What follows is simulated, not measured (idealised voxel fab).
Module name: voxel plated lines (process module)
225 nm wide, 5 nm square cells: that's cross-section cut.
A cross-section in this document is a grid of square cells, and it is written down as bands, the top band listed before the ones below it; a band is made up of one or more rows of cells.
First you get the band's top height and its bottom height, in nm, and then the materials it's made of, left to right, with each width in nm. If you see a single material with "all across", that one covers the band edge to edge. "blank" is empty space.
We count height from 0. Below that, the starting wafer is all one material. The lowest band never ends at the bottom but goes on down; see "0 and below" for how that is written.
A two-number width, for instance "30..40", indicates that the width is equal to the first number in the top row of the band and to the second number in the bottom row, and that it changes by a constant amount per row of cells.
Step marked "remains unaltered"? Then no cell in the cross-section changed in it.
The entry titled "Sealed internal voids" provides the empty spaces that have no open way to the top, restricted to those of 8 cells or more. Each is presented as width x height at distance, the distance being measured from the left edge, with all three in nm.
Note: text after step settings on the step line = simulator remark on that step.
Steps that use a mask can have "overlay nm" on their line. It says how far the mask sat to the right of where it was meant to be. Negative means to the left.

Steps planned for the process
step 1: RECEIVE, material Si
step 2: CONFORMAL_DEP, material Al2O3, thk nm 10
step 3: DIRECTIONAL_DEP, material TiN, thk nm 5
step 4: PATTERN, tone open, mask id LINES, material resist, width nm 25, pitch nm 55, thk nm 15, overlay nm 0
step 5: EPI, material Ru, thk nm 10
step 6: STRIP, etch materials resist
step 7: DIRECTIONAL_ETCH, etch materials TiN, depth nm 5
step 8: CONFORMAL_DEP, material SiO2, thk nm 5
It is noted that the wafers described herein are identical at the outset and are distinguished by the thk nm of step 8; the value stated in the plan corresponds to the first wafer.

Cross-section: the first of several wafers in its as-received state, i.e. following step 1
0 and below | Si all across
Sealed internal voids: none

Cross-section after step 8, the final step of the module, for the first of several wafers
30 down to 25 | 65 blank | 35 SiO2 | 20 blank | 35 SiO2 | 70 blank
25 down to 15 | 65 blank | 5 SiO2 | 25 Ru | 5 SiO2 | 20 blank | 5 SiO2 | 25 Ru | 5 SiO2 | 70 blank
15 down to 10 | 70 SiO2 | 25 TiN | 30 SiO2 | 25 TiN | 75 SiO2
10 down to 0 | Al2O3 all across
0 and below | Si all across
Sealed internal voids: none

End of module: cross-section, last of several wafers
50 down to 35 | 45 blank | 130 SiO2 | 50 blank
35 down to 25 | SiO2 all across
25 down to 15 | 70 SiO2 | 25 Ru | 30 SiO2 | 25 Ru | 75 SiO2
15 down to 10 | 70 SiO2 | 25 TiN | 30 SiO2 | 25 TiN | 75 SiO2
10 down to 0 | Al2O3 all across
0 and below | Si all across
Sealed internal voids: none

Heads up, this table goes wafer by wafer. A row tells you, at the end of the module, how many cells of each material that wafer has put on (+) or dropped (-) since it was received, and then its closed voids
thk nm 5 | +90 Al2O3 | +20 Ru | +57 SiO2 | +10 TiN | Sealed internal voids: none
thk nm 10 | +90 Al2O3 | +20 Ru | +114 SiO2 | +10 TiN | Sealed internal voids: none
thk nm 15 | +90 Al2O3 | +20 Ru | +171 SiO2 | +10 TiN | Sealed internal voids: none
thk nm 20 | +90 Al2O3 | +20 Ru | +222 SiO2 | +10 TiN | Sealed internal voids: none
thk nm 25 | +90 Al2O3 | +20 Ru | +273 SiO2 | +10 TiN | Sealed internal voids: none
